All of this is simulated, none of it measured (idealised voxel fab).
The following is a process module called voxel capacitor over wiring.
Each square cell in cross-section cut measures 5 nm, and the section as a whole is 215 nm wide.
Heads up, the way a cross-section reads in here is a grid of square cells, handed over as bands from the top down, with every band being one or more rows of cells. Quick guide to a band line: top height, bottom height (nm) up front; then every material left to right with its width in nm. Only one material and it's marked "edge to edge"? Then it fills the band edge to edge. And "empty" just means empty space. It should be noted that heights are counted from 0, beneath which the wafer as supplied is of one material throughout, and that the lowest band possesses no lower boundary but continues downward, as written in "0 nm and below". You'd read "30->40" like this: the band's top row of cells is as wide as the first number, its bottom row is as wide as the second, and going down, every row changes width by the same amount as the row before did. "nothing got changed" for a step: no cell of the cross-section changed in that step. "Fully sealed cavities": empty spaces of 8 cells or more with no open way to the top, each given as width x height at distance, distance from the left edge, all in nm. Post-settings text on a step line: simulator's own remark regarding the step. The setting "overlay nm" may be written on the line of a step. When the step uses a mask, the value reports how far to the right of the planned place the mask lay, and a negative value reports that it lay to the left.

Steps planned for the process
step 1: op RECEIVE | material Si
step 2: op CONFORMAL_DEP | material SiO2 | thk nm 15
step 3: op CONFORMAL_DEP | material SiN | thk nm 5
step 4: op DIRECTIONAL_DEP | material lowk | thk nm 25
step 5: op DIRECTIONAL_DEP | material aC | thk nm 10
step 6: op PATTERN | tone open | mask id METAL_1 | material resist | width nm 25 | pitch nm 75 | thk nm 30 | overlay nm 0
step 7: op DIRECTIONAL_ETCH | etch materials aC | depth nm 10
step 8: op STRIP | etch materials resist
step 9: op DIRECTIONAL_ETCH | etch materials lowk | depth nm 25
step 10: op DIRECTIONAL_ETCH | etch materials SiN | depth nm 5
step 11: op STRIP | etch materials aC
step 12: op CONFORMAL_DEP | material TiN | thk nm 5
step 13: op FILL_DEP | material W | thk nm 10
step 14: op CMP | height nm 45
step 15: op EPI | material Ru | thk nm 5
step 16: op FILL_DEP | material SiCN | thk nm 5
step 17: op DIRECTIONAL_DEP | material SiO2 | thk nm 20
step 18: op PATTERN | tone open | mask id PLUG_1 | material resist | width nm 15 | thk nm 20 | overlay nm 0
step 19: op DIRECTIONAL_ETCH | etch materials SiO2 | depth nm 20
step 20: op DIRECTIONAL_ETCH | etch materials SiCN | depth nm 5
step 21: op STRIP | etch materials resist
step 22: op CONFORMAL_DEP | material TiN | thk nm 5
step 23: op FILL_DEP | material Cu | thk nm 5
step 24: op CMP | height nm 75
step 25: op DIRECTIONAL_DEP | material TiN | thk nm 10
step 26: op DIRECTIONAL_DEP | material HfO2 | thk nm 5
step 27: op DIRECTIONAL_DEP | material TiN | thk nm 10
step 28: op MASKED_ETCH | tone cover | mask id UPPER_PLATE | width nm 55 | etch materials TiN | depth nm 10 | overlay nm 0
step 29: op MASKED_ETCH | tone cover | mask id UPPER_PLATE | width nm 55 | etch materials HfO2 | depth nm 5 | overlay nm 0
step 30: op PATTERN | tone cover | mask id LOWER_PLATE | material resist | width nm 65 | thk nm 20 | overlay nm 0
step 31: op DIRECTIONAL_ETCH | etch materials TiN | depth nm 10
step 32: op STRIP | etch materials resist
step 33: op FILL_DEP | material SiO2 | thk nm 15
step 34: op CMP | height nm 110
step 35: op MASKED_ETCH | tone open | mask id PLUG_2 | width nm 15 | etch materials SiO2 | depth nm 10 | overlay nm 0
step 36: op CONFORMAL_DEP | material TiN | thk nm 5
step 37: op FILL_DEP | material Ru | thk nm 10
step 38: op CMP | height nm 110
step 39: op CONFORMAL_DEP | material SiN | thk nm 5

Step 1 complete: cross-section of the wafer as received
  0 nm and below | Si edge to edge
  Fully sealed cavities: none

Cross-section, first of two wafers, end of module, run as planned
  115 nm to 110 nm | SiN edge to edge
  110 nm to 105 nm | SiO2 75; TiN 5; Ru 5; TiN 5; SiO2 125
  105 nm to 100 nm | SiO2 75; TiN 15; SiO2 125
  100 nm to 90 nm | SiO2 65; TiN 55; SiO2 95
  90 nm to 85 nm | SiO2 65; HfO2 55; SiO2 95
  85 nm to 75 nm | SiO2 60; TiN 65; SiO2 90
  75 nm to 55 nm | SiO2 65; TiN 5; Cu 5; TiN 5; SiO2 135
  55 nm to 50 nm | SiCN 65; TiN 15; SiCN 135
  50 nm to 45 nm | SiCN 50; Ru 35; SiCN 40; Ru 35; SiCN 55
  45 nm to 20 nm | lowk 55; TiN 5; W 15; TiN 5; lowk 50; TiN 5; W 15; TiN 5; lowk 60
  20 nm to 15 nm | SiN 55; TiN 25; SiN 50; TiN 25; SiN 60
  15 nm to 0 nm | SiO2 edge to edge
  0 nm and below | Si edge to edge
  Fully sealed cavities: none

Second wafer cross-section at end of module - shared start and plan with the first, one mistake in the run
  115 nm to 110 nm | SiN edge to edge
  110 nm to 105 nm | SiO2 75; TiN 5; Ru 5; TiN 5; SiO2 125
  105 nm to 100 nm | SiO2 75; TiN 15; SiO2 125
  100 nm to 90 nm | SiO2 65; TiN 55; SiO2 95
  90 nm to 85 nm | SiO2 65; HfO2 55; SiO2 95
  85 nm to 75 nm | SiO2 60; TiN 65; SiO2 90
  75 nm to 70 nm | TiN 70; Cu 5; TiN 140
  70 nm to 50 nm | SiO2 65; TiN 5; Cu 5; TiN 5; SiO2 135
  50 nm to 45 nm | SiCN 65; TiN 15; SiCN 135
  45 nm to 40 nm | SiCN 50; Ru 35; SiCN 40; Ru 35; SiCN 55
  40 nm to 20 nm | lowk 55; TiN 5; W 15; TiN 5; lowk 50; TiN 5; W 15; TiN 5; lowk 60
  20 nm to 15 nm | SiN 55; TiN 25; SiN 50; TiN 25; SiN 60
  15 nm to 0 nm | SiO2 edge to edge
  0 nm and below | Si edge to edge
  Fully sealed cavities: none
Nonconformance to the process plan: step 14 went in with a setting other than planned; the actual run was op CMP | height nm 40
Final comparison by cell count, materials where the second wafer has more or fewer than the first: Cu +1; TiN +38; W -6; lowk -33
